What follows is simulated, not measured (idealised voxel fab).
process module | voxel released beams
cross-section cut | 195 nm wide | cells 5 nm
A cross-section is a grid of square cells, given in bands from the top down. A band is one or more rows of cells.
Each band's line starts with the height of the band's top and of its bottom, in nm. Then come its materials from left to right, each with its width in nm. One material with "throughout" fills the band from edge to edge. "air" is empty space.
Height 0 is the level under which the wafer as received is all one material. The lowest band goes on downwards, as in "0 down".
A width such as "30 to 40" changes by the same amount from each row of cells to the next, from the band's top row to its bottom row.
"no change" after a step means that no cell of the cross-section changed.
closed voids: empty space of 8 cells or more with no open way to the top, each as width x height at its distance from the left edge, in nm
after a step's settings: what the simulator itself notes on the step
overlay nm, on a step with a mask: how far to the right of its planned place the mask lay; to the left if negative
plan
1 op RECEIVE | material Si
2 op CONFORMAL_DEP | material SiN | thk nm 10
3 op DIRECTIONAL_DEP | material SiO2 | thk nm 10
4 op DIRECTIONAL_DEP | material aC | thk nm 10
5 op PATTERN | tone open | mask id ANCHOR | material resist | width nm 45 | thk nm 25 | overlay nm 0
6 op DIRECTIONAL_ETCH | etch materials aC | depth nm 10
7 op STRIP | etch materials resist
8 op DIRECTIONAL_ETCH | etch materials SiO2 | depth nm 10
9 op STRIP | etch materials aC
10 op CONFORMAL_DEP | material polySi | thk nm 15
11 op DIRECTIONAL_DEP | material aC | thk nm 15
12 op PATTERN | tone cover | mask id BEAM | material resist | width nm 100 | thk nm 30 | overlay nm 0
13 op DIRECTIONAL_ETCH | etch materials aC | depth nm 15
14 op STRIP | etch materials resist
15 op DIRECTIONAL_ETCH | etch materials polySi | depth nm 15
16 op STRIP | etch materials aC
17 op STRIP | etch materials SiO2
as received, after step 1
  0 down: Si throughout
  closed voids: none
a wafer at the end: this start, this plan, one mistake
  35 to 25: air 45 | polySi 10 | air 15 | polySi 75 | air 50
  25 to 20: air 45 | polySi 100 | air 50
  20 to 10: air 40 | polySi 45 | air 110
  10 to 0: SiN throughout
  0 down: Si throughout
  closed voids: none
what went wrong: step 5 ran as: op PATTERN | tone open | mask id ANCHOR | material resist | width nm 45 | thk nm 25 | overlay nm -10
